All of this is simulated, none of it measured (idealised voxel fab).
process module | voxel transistor to metal
Cross-section cut spans 170 nm and uses square cells 5 nm in size.
Heads up, the way a cross-section reads in here is a grid of square cells, handed over as bands from the top down, with every band being one or more rows of cells. Each band's line starts with the height of the band's top and of its bottom, in nm. Then come its materials from left to right, each with its width in nm. One material with "edge to edge" fills the band from edge to edge. "empty" is empty space. All heights in this document are referenced to 0, defined as the level beneath which the wafer, as received, consists entirely of one material. The lowest band is not bounded below; it extends indefinitely downward and is written in the form "top 0, no bottom". So if you see something like "30->40" for the width, read it as the top row of the band sitting at the first number and the bottom row at the second, with every row in between moving by the same amount as the last. Where the words "stayed the same" appear for a step, the cross-section shows no cell changed by that step; every cell remained as before. Sealed cavities: empty space of 8 cells or more with no open way to the top, each as width x height at its distance from the left edge, in nm. Whatever follows a step's settings on its line is a remark the simulator itself makes about that step. overlay nm: where the mask lay relative to plan, measured to the right, on steps with a mask; negatives go left.
Steps in the process plan:
step 1: RECEIVE with material Si
step 2: OXIDIZE with depth nm 5
step 3: CONFORMAL_DEP with material SiN, thk nm 10
step 4: PATTERN with tone cover, mask id ACTIVE, material resist, width nm 95, thk nm 20, overlay nm 0
step 5: DIRECTIONAL_ETCH with etch materials SiN, depth nm 10
step 6: DIRECTIONAL_ETCH with etch materials SiO2, depth nm 5
step 7: DIRECTIONAL_ETCH with etch materials Si, depth nm 35
step 8: STRIP with etch materials resist
step 9: OXIDIZE with depth nm 5
step 10: FILL_DEP with material SiO2, thk nm 15
step 11: CMP with height nm 10
step 12: SELECTIVE_ETCH with etch materials SiO2, depth nm 10
step 13: STRIP with etch materials SiN
step 14: SELECTIVE_ETCH with etch materials SiO2, depth nm 5
step 15: OXIDIZE with depth nm 5
step 16: DIRECTIONAL_DEP with material polySi, thk nm 25
step 17: DIRECTIONAL_DEP with material SiCN, thk nm 10
step 18: MASKED_ETCH with tone cover, mask id GATE, width nm 25, etch materials SiCN, depth nm 20, overlay nm 0
step 19: MASKED_ETCH with tone cover, mask id GATE, width nm 25, etch materials polySi, depth nm 35, overlay nm 0
step 20: CONFORMAL_DEP with material SiO2, thk nm 5
step 21: DIRECTIONAL_ETCH with etch materials SiO2, depth nm 5
step 22: CONFORMAL_DEP with material SiN, thk nm 10
step 23: DIRECTIONAL_ETCH with etch materials SiN, depth nm 10
step 24: DIRECTIONAL_ETCH with etch materials SiO2, depth nm 5
step 25: EPI with material pSi, thk nm 5
step 26: FILL_DEP with material SiO2, thk nm 10
step 27: CMP with height nm 20
step 28: STRIP with etch materials polySi
step 29: SELECTIVE_ETCH with etch materials SiO2, depth nm 5
step 30: CONFORMAL_DEP with material HfO2, thk nm 5
step 31: CONFORMAL_DEP with material TiN, thk nm 5
step 32: FILL_DEP with material W, thk nm 10
step 33: CMP with height nm 15
step 34: DIRECTIONAL_DEP with material SiO2, thk nm 15
step 35: MASKED_ETCH with tone open, mask id CONTACT, width nm 15, pitch nm 70, etch materials SiO2, depth nm 35, overlay nm 0
step 36: CONFORMAL_DEP with material TiN, thk nm 5
step 37: FILL_DEP with material W, thk nm 10
step 38: CMP with height nm 30
step 39: CONFORMAL_DEP with material SiN, thk nm 5
step 40: DIRECTIONAL_DEP with material lowk, thk nm 20
step 41: MASKED_ETCH with tone open, mask id METAL_1, width nm 15, pitch nm 70, etch materials lowk, depth nm 20, overlay nm 0
step 42: MASKED_ETCH with tone open, mask id METAL_1, width nm 15, pitch nm 70, etch materials SiN, depth nm 5, overlay nm 0
step 43: CONFORMAL_DEP with material TiN, thk nm 5
step 44: FILL_DEP with material W, thk nm 5
step 45: CMP with height nm 55
step 46: EPI with material Ru, thk nm 5
step 47: FILL_DEP with material SiCN, thk nm 5
As-received wafer cross-section (after step 1):
    top 0, no bottom: Si edge to edge
    Sealed cavities: none
Cross-sectional view of the first of the two wafers upon completion of the module, processed in accordance with the plan:
    top 65, bottom 60: SiCN edge to edge
    top 60, bottom 55: 35 nm SiCN  25 nm Ru  45 nm SiCN  25 nm Ru  40 nm SiCN
    top 55, bottom 35: 40 nm lowk  5 nm TiN  5 nm W  5 nm TiN  55 nm lowk  5 nm TiN  5 nm W  5 nm TiN  45 nm lowk
    top 35, bottom 30: 40 nm SiN  15 nm TiN  55 nm SiN  15 nm TiN  45 nm SiN
    top 30, bottom 15: 40 nm SiO2  5 nm TiN  5 nm W  5 nm TiN  55 nm SiO2  5 nm TiN  5 nm W  5 nm TiN  45 nm SiO2
    top 15, bottom 0: 40 nm SiO2  5 nm TiN  5 nm W  5 nm TiN  10 nm SiN  5 nm HfO2  5 nm TiN  15 nm W  5 nm TiN  5 nm HfO2  10 nm SiN  5 nm TiN  5 nm W  5 nm TiN  45 nm SiO2
    top 0, bottom -5: 40 nm SiO2  15 nm TiN  10 nm SiN  5 nm HfO2  25 nm TiN  5 nm HfO2  10 nm SiN  15 nm TiN  45 nm SiO2
    top -5, bottom -10: 35 nm SiO2  20 nm pSi  10 nm SiO2  35 nm HfO2  10 nm SiO2  20 nm pSi  40 nm SiO2
    top -10, bottom -45: 40 nm SiO2  85 nm Si  45 nm SiO2
    top -45, no bottom: Si edge to edge
    Sealed cavities: none
Wafer two cross-section, module end. Start and plan unchanged from wafer one; one mistake made during the run:
    top 65, bottom 60: SiCN edge to edge
    top 60, bottom 55: 35 nm SiCN  25 nm Ru  45 nm SiCN  25 nm Ru  40 nm SiCN
    top 55, bottom 35: 40 nm lowk  5 nm TiN  5 nm W  5 nm TiN  55 nm lowk  5 nm TiN  5 nm W  5 nm TiN  45 nm lowk
    top 35, bottom 30: 40 nm SiN  15 nm TiN  55 nm SiN  15 nm TiN  45 nm SiN
    top 30, bottom 15: 40 nm SiO2  5 nm TiN  5 nm W  5 nm TiN  55 nm SiO2  5 nm TiN  5 nm W  5 nm TiN  45 nm SiO2
    top 15, bottom 0: 40 nm SiO2  5 nm TiN  5 nm W  5 nm TiN  5 nm SiO2  10 nm SiN  5 nm HfO2  5 nm TiN  5 nm W  5 nm TiN  5 nm HfO2  10 nm SiN  5 nm SiO2  5 nm TiN  5 nm W  5 nm TiN  45 nm SiO2
    top 0, bottom -5: 40 nm SiO2  15 nm TiN  5 nm SiO2  10 nm SiN  5 nm HfO2  15 nm TiN  5 nm HfO2  10 nm SiN  5 nm SiO2  15 nm TiN  45 nm SiO2
    top -5, bottom -10: 35 nm SiO2  25 nm pSi  10 nm SiN  25 nm HfO2  10 nm SiN  25 nm pSi  40 nm SiO2
    top -10, bottom -15: 35 nm SiO2  5 nm pSi  85 nm Si  5 nm pSi  40 nm SiO2
    top -15, bottom -45: 40 nm SiO2  85 nm Si  45 nm SiO2
    top -45, no bottom: Si edge to edge
    Sealed cavities: none
Heads up, the wafer didn't run the way we planned it: not run: step 20 of the plan (skipped)
In the final state, the cell counts of the second wafer exceed or fall short of those of the first for the following materials: -2 HfO2; +4 SiN; +2 SiO2; -2 TiN; -6 W; +4 pSi
